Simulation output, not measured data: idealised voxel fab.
This section sets out a process module, namely voxel self aligned vias.
Square cells of 5 nm make up the cross-section cut, whose width is 280 nm.
Notation: cross-section as square-cell grid; stated in bands, top first, going down; one or more cell rows per band. Band: top height; bottom height; in nm. Then, left to right: material with width in nm, for each material. "throughout": a single material spanning edge to edge. "air": empty space. Heights are expressed relative to 0, this being the level below which the as-received wafer comprises one material exclusively. The lowest band is unbounded in the downward direction and is denoted as in "0 -> down". A width given as "30->40" starts at the first number in the band's top row and ends at the second number in its bottom row, shifting by an equal amount at every step from row to row. Where the words "nothing altered" appear for a step, the cross-section shows no cell changed by that step; every cell remained as before. "Sealed-off cavities" specifies each empty space that is not open to the top and that occupies no fewer than 8 cells, using the form width x height at distance, the distance measured from the left edge and all three quantities in nm. Step line, after settings: the simulator's comment on this step. "overlay nm" answers the question of how far to the right of plan the mask lay on a step that has a mask, and when it is negative the answer is to the left.
# So here's the lineup of process steps we planned
| 1 | RECEIVE, material Si |
| 2 | CONFORMAL_DEP, material SiO2, thk nm 15 |
| 3 | CONFORMAL_DEP, material SiCN, thk nm 5 |
| 4 | DIRECTIONAL_DEP, material SiO2, thk nm 30 |
| 5 | DIRECTIONAL_DEP, material aC, thk nm 10 |
| 6 | PATTERN, tone open, mask id LINES, material resist, width nm 20, pitch nm 45, thk nm 25, overlay nm 0 |
| 7 | DIRECTIONAL_ETCH, etch materials aC, depth nm 10 |
| 8 | STRIP, etch materials resist |
| 9 | DIRECTIONAL_ETCH, etch materials SiO2, depth nm 30 |
| 10 | STRIP, etch materials aC |
| 11 | CONFORMAL_DEP, material TiN, thk nm 5 |
| 12 | FILL_DEP, material Ru, thk nm 5 |
| 13 | CMP, height nm 50 |
| 14 | SELECTIVE_ETCH, etch materials W Ru TiN, depth nm 10 |
| 15 | FILL_DEP, material SiN, thk nm 5 |
| 16 | CMP, height nm 50 |
| 17 | DIRECTIONAL_DEP, material SiO2, thk nm 15 |
| 18 | DIRECTIONAL_DEP, material aC, thk nm 10 |
| 19 | PATTERN, tone open, mask id VIAS, material resist, width nm 30, thk nm 25, overlay nm 0 |
| 20 | DIRECTIONAL_ETCH, etch materials aC, depth nm 10 |
| 21 | STRIP, etch materials resist |
| 22 | DIRECTIONAL_ETCH, etch materials SiO2, depth nm 15 |
| 23 | DIRECTIONAL_ETCH, etch materials SiN, depth nm 10 |
| 24 | STRIP, etch materials aC |
| 25 | CONFORMAL_DEP, material TiN, thk nm 5 |
| 26 | FILL_DEP, material Ru, thk nm 10 |
| 27 | CMP, height nm 65 |
| 28 | CONFORMAL_DEP, material SiCN, thk nm 5 |
# Cross-section of the wafer at receipt, which is the condition after step 1
0 -> down: Si throughout
Sealed-off cavities: none
# Wafer at module end, in section. Began as above, planned as above, run with one mistake
70 -> 65: SiCN throughout
65 -> 55: SiO2=100 / TiN=5 / Ru=20 / TiN=5 / SiO2=150
55 -> 50: SiO2=100 / TiN=10 / Ru=10 / TiN=10 / SiO2=150
50 -> 45: SiO2=105 / TiN=5 / Ru=10 / TiN=5 / SiO2=25 / SiN=20 / SiO2=110
45 -> 40: SiO2=105 / TiN=20 / SiO2=25 / SiN=20 / SiO2=110
40 -> 25: SiO2=105 / TiN=5 / Ru=10 / TiN=5 / SiO2=25 / TiN=5 / Ru=10 / TiN=5 / SiO2=110
25 -> 20: SiO2=105 / TiN=20 / SiO2=25 / TiN=20 / SiO2=110
20 -> 15: SiCN throughout
15 -> 0: Ru throughout
0 -> down: Si throughout
Sealed-off cavities: none
Which mistake was made when the wafer was run? step 2 did not happen as planned, as run it was CONFORMAL_DEP, material Ru, thk nm 15
